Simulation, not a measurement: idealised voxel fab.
The name of this process module is voxel trench capacitor.
Cross-section cut: width 295 nm, square cells of 5 nm.
Bands, listed from the top down, are how a cross-section gets written in this document; the cross-section itself is a grid of square cells, and a band is one or more rows of them.
This entry defines a band. It first specifies the height of the band's top and the height of its bottom in nm, and then specifies the band's materials from left to right, stating each material with its width in nm. The word "edge to edge" identifies a single material that fills the band from edge to edge, while the word "empty" identifies empty space.
For the purposes of this specification, 0 denotes the height below which the wafer in its as-received condition is composed wholly of one material, and the lowermost band, lacking a lower limit, extends downward without end, as expressed in "0..down".
With a width like "30->40", each row of cells in the band differs from the next by the same amount, the top row carrying the first number and the bottom row the second.
No cell of the cross-section changed in a step that is given as "no change occurred".
What "Closed void table" gives you is every empty space of 8 cells or more that is cut off from the top. Each appears as width x height at distance, with the distance taken from the left edge and width, height and distance all in nm.
after a step's settings: what the simulator itself notes on the step
"overlay nm", when on a step's line for a step with a mask, measures how far to the right of its planned place the mask lay; a negative measure means to the left.
[These are the steps we planned for the process]
1. RECEIVE (material Si)
2. CONFORMAL_DEP (material SiN; thk nm 10)
3. DIRECTIONAL_DEP (material aC; thk nm 10)
4. PATTERN (tone open; mask id TRENCH; material resist; width nm 25; pitch nm 45; thk nm 30; overlay nm 0)
5. DIRECTIONAL_ETCH (etch materials aC; depth nm 10)
6. STRIP (etch materials resist)
7. DIRECTIONAL_ETCH (etch materials SiN; depth nm 10)
8. DIRECTIONAL_ETCH (etch materials Si; depth nm 30)
9. STRIP (etch materials aC)
10. CONFORMAL_DEP (material Al2O3; thk nm 5)
11. FILL_DEP (material polySi; thk nm 5)
12. CMP (height nm 10)
[First of two wafers, processed according to plan]
[Cross-section: wafer on arrival = after step 1]
* 0..down: Si edge to edge
* Closed void table: none
[Take a look at the wafer's cross-section after step 2]
* 10..0: SiN edge to edge
* Rest of section, below 0: as before.
[Take a look at the wafer's cross-section after step 3]
* 20..10: aC edge to edge
* Rest of section, below 10: as before.
[Take a look at the wafer's cross-section after step 4]
* 50..20: resist (65) | empty (25) | resist (20) | empty (25) | resist (20) | empty (25) | resist (20) | empty (25) | resist (70)
* Rest of section, below 20: as before.
[Take a look at the wafer's cross-section after step 5]
* 40..20: resist (65) | empty (25) | resist (20) | empty (25) | resist (20) | empty (25) | resist (20) | empty (25) | resist (70)
* 20..10: aC (65) | empty (25) | aC (20) | empty (25) | aC (20) | empty (25) | aC (20) | empty (25) | aC (70)
* Rest of section, below 10: as before.
[Take a look at the wafer's cross-section after step 6]
* 20..10: aC (65) | empty (25) | aC (20) | empty (25) | aC (20) | empty (25) | aC (20) | empty (25) | aC (70)
* Rest of section, below 10: as before.
[Take a look at the wafer's cross-section after step 7]
* 20..10: aC (65) | empty (25) | aC (20) | empty (25) | aC (20) | empty (25) | aC (20) | empty (25) | aC (70)
* 10..0: SiN (65) | empty (25) | SiN (20) | empty (25) | SiN (20) | empty (25) | SiN (20) | empty (25) | SiN (70)
* Rest of section, below 0: as before.
[Take a look at the wafer's cross-section after step 8]
* 20..10: aC (65) | empty (25) | aC (20) | empty (25) | aC (20) | empty (25) | aC (20) | empty (25) | aC (70)
* 10..0: SiN (65) | empty (25) | SiN (20) | empty (25) | SiN (20) | empty (25) | SiN (20) | empty (25) | SiN (70)
* 0..-30: Si (65) | empty (25) | Si (20) | empty (25) | Si (20) | empty (25) | Si (20) | empty (25) | Si (70)
* Rest of section, below -30: as before.
[Take a look at the wafer's cross-section after step 9]
* 10..0: SiN (65) | empty (25) | SiN (20) | empty (25) | SiN (20) | empty (25) | SiN (20) | empty (25) | SiN (70)
* Rest of section, below 0: as before.
[Take a look at the wafer's cross-section after step 10]
* 15..10: Al2O3 (70) | empty (15) | Al2O3 (30) | empty (15) | Al2O3 (30) | empty (15) | Al2O3 (30) | empty (15) | Al2O3 (75)
* 10..0: SiN (65) | Al2O3 (5) | empty (15) | Al2O3 (5) | SiN (20) | Al2O3 (5) | empty (15) | Al2O3 (5) | SiN (20) | Al2O3 (5) | empty (15) | Al2O3 (5) | SiN (20) | Al2O3 (5) | empty (15) | Al2O3 (5) | SiN (70)
* 0..-25: Si (65) | Al2O3 (5) | empty (15) | Al2O3 (5) | Si (20) | Al2O3 (5) | empty (15) | Al2O3 (5) | Si (20) | Al2O3 (5) | empty (15) | Al2O3 (5) | Si (20) | Al2O3 (5) | empty (15) | Al2O3 (5) | Si (70)
* -25..-30: Si (65) | Al2O3 (25) | Si (20) | Al2O3 (25) | Si (20) | Al2O3 (25) | Si (20) | Al2O3 (25) | Si (70)
* Rest of section, below -30: as before.
[Take a look at the wafer's cross-section after step 11]
* 20..15: polySi edge to edge
* 15..10: Al2O3 (70) | polySi (15) | Al2O3 (30) | polySi (15) | Al2O3 (30) | polySi (15) | Al2O3 (30) | polySi (15) | Al2O3 (75)
* 10..0: SiN (65) | Al2O3 (5) | polySi (15) | Al2O3 (5) | SiN (20) | Al2O3 (5) | polySi (15) | Al2O3 (5) | SiN (20) | Al2O3 (5) | polySi (15) | Al2O3 (5) | SiN (20) | Al2O3 (5) | polySi (15) | Al2O3 (5) | SiN (70)
* 0..-25: Si (65) | Al2O3 (5) | polySi (15) | Al2O3 (5) | Si (20) | Al2O3 (5) | polySi (15) | Al2O3 (5) | Si (20) | Al2O3 (5) | polySi (15) | Al2O3 (5) | Si (20) | Al2O3 (5) | polySi (15) | Al2O3 (5) | Si (70)
* Rest of section, below -25: as before.
[Take a look at the wafer's cross-section after step 12]
* 10..0: SiN (65) | Al2O3 (5) | polySi (15) | Al2O3 (5) | SiN (20) | Al2O3 (5) | polySi (15) | Al2O3 (5) | SiN (20) | Al2O3 (5) | polySi (15) | Al2O3 (5) | SiN (20) | Al2O3 (5) | polySi (15) | Al2O3 (5) | SiN (70)
* Rest of section, below 0: as before.
[Notes, second wafer: start = first wafer's, plan = first wafer's, execution had one mistake; history identical to first through step 3]
[Second wafer profile in section, at the moment step 4 of the plan was meant to be complete]
* 50..20: resist (70) | empty (20) | resist (25) | empty (20) | resist (25) | empty (20) | resist (25) | empty (20) | resist (70)
* Rest of section, below 20: as before.
[Second wafer profile in section, at the moment step 5 of the plan was meant to be complete]
* 40..20: resist (70) | empty (20) | resist (25) | empty (20) | resist (25) | empty (20) | resist (25) | empty (20) | resist (70)
* 20..10: aC (70) | empty (20) | aC (25) | empty (20) | aC (25) | empty (20) | aC (25) | empty (20) | aC (70)
* Rest of section, below 10: as before.
[Second wafer profile in section, at the moment step 6 of the plan was meant to be complete]
* 20..10: aC (70) | empty (20) | aC (25) | empty (20) | aC (25) | empty (20) | aC (25) | empty (20) | aC (70)
* Rest of section, below 10: as before.
[Second wafer profile in section, at the moment step 7 of the plan was meant to be complete]
* 20..10: aC (70) | empty (20) | aC (25) | empty (20) | aC (25) | empty (20) | aC (25) | empty (20) | aC (70)
* 10..0: SiN (70) | empty (20) | SiN (25) | empty (20) | SiN (25) | empty (20) | SiN (25) | empty (20) | SiN (70)
* Rest of section, below 0: as before.
[Second wafer profile in section, at the moment step 8 of the plan was meant to be complete]
* 20..10: aC (70) | empty (20) | aC (25) | empty (20) | aC (25) | empty (20) | aC (25) | empty (20) | aC (70)
* 10..0: SiN (70) | empty (20) | SiN (25) | empty (20) | SiN (25) | empty (20) | SiN (25) | empty (20) | SiN (70)
* 0..-30: Si (70) | empty (20) | Si (25) | empty (20) | Si (25) | empty (20) | Si (25) | empty (20) | Si (70)
* Rest of section, below -30: as before.
[Second wafer profile in section, at the moment step 9 of the plan was meant to be complete]
* 10..0: SiN (70) | empty (20) | SiN (25) | empty (20) | SiN (25) | empty (20) | SiN (25) | empty (20) | SiN (70)
* Rest of section, below 0: as before.
[Second wafer profile in section, at the moment step 10 of the plan was meant to be complete]
* 15..10: Al2O3 (75) | empty (10) | Al2O3 (35) | empty (10) | Al2O3 (35) | empty (10) | Al2O3 (35) | empty (10) | Al2O3 (75)
* 10..0: SiN (70) | Al2O3 (5) | empty (10) | Al2O3 (5) | SiN (25) | Al2O3 (5) | empty (10) | Al2O3 (5) | SiN (25) | Al2O3 (5) | empty (10) | Al2O3 (5) | SiN (25) | Al2O3 (5) | empty (10) | Al2O3 (5) | SiN (70)
* 0..-25: Si (70) | Al2O3 (5) | empty (10) | Al2O3 (5) | Si (25) | Al2O3 (5) | empty (10) | Al2O3 (5) | Si (25) | Al2O3 (5) | empty (10) | Al2O3 (5) | Si (25) | Al2O3 (5) | empty (10) | Al2O3 (5) | Si (70)
* -25..-30: Si (70) | Al2O3 (20) | Si (25) | Al2O3 (20) | Si (25) | Al2O3 (20) | Si (25) | Al2O3 (20) | Si (70)
* Rest of section, below -30: as before.
[Second wafer profile in section, at the moment step 11 of the plan was meant to be complete]
* 20..15: polySi edge to edge
* 15..10: Al2O3 (75) | polySi (10) | Al2O3 (35) | polySi (10) | Al2O3 (35) | polySi (10) | Al2O3 (35) | polySi (10) | Al2O3 (75)
* 10..0: SiN (70) | Al2O3 (5) | polySi (10) | Al2O3 (5) | SiN (25) | Al2O3 (5) | polySi (10) | Al2O3 (5) | SiN (25) | Al2O3 (5) | polySi (10) | Al2O3 (5) | SiN (25) | Al2O3 (5) | polySi (10) | Al2O3 (5) | SiN (70)
* 0..-25: Si (70) | Al2O3 (5) | polySi (10) | Al2O3 (5) | Si (25) | Al2O3 (5) | polySi (10) | Al2O3 (5) | Si (25) | Al2O3 (5) | polySi (10) | Al2O3 (5) | Si (25) | Al2O3 (5) | polySi (10) | Al2O3 (5) | Si (70)
* Rest of section, below -25: as before.
[Second wafer profile in section, at the moment step 12 of the plan was meant to be complete]
* 10..0: SiN (70) | Al2O3 (5) | polySi (10) | Al2O3 (5) | SiN (25) | Al2O3 (5) | polySi (10) | Al2O3 (5) | SiN (25) | Al2O3 (5) | polySi (10) | Al2O3 (5) | SiN (25) | Al2O3 (5) | polySi (10) | Al2O3 (5) | SiN (70)
* Rest of section, below 0: as before.
Deviation noted in wafer processing: step 4 was not run as planned; what actually ran was PATTERN (tone open; mask id TRENCH; material resist; width nm 20; pitch nm 45; thk nm 30; overlay nm 0)
The final cell counts differ between the wafers, with the second having more or fewer of some materials than the first: 4 fewer of Al2O3 | 24 more of Si | 8 more of SiN | 28 fewer of polySi
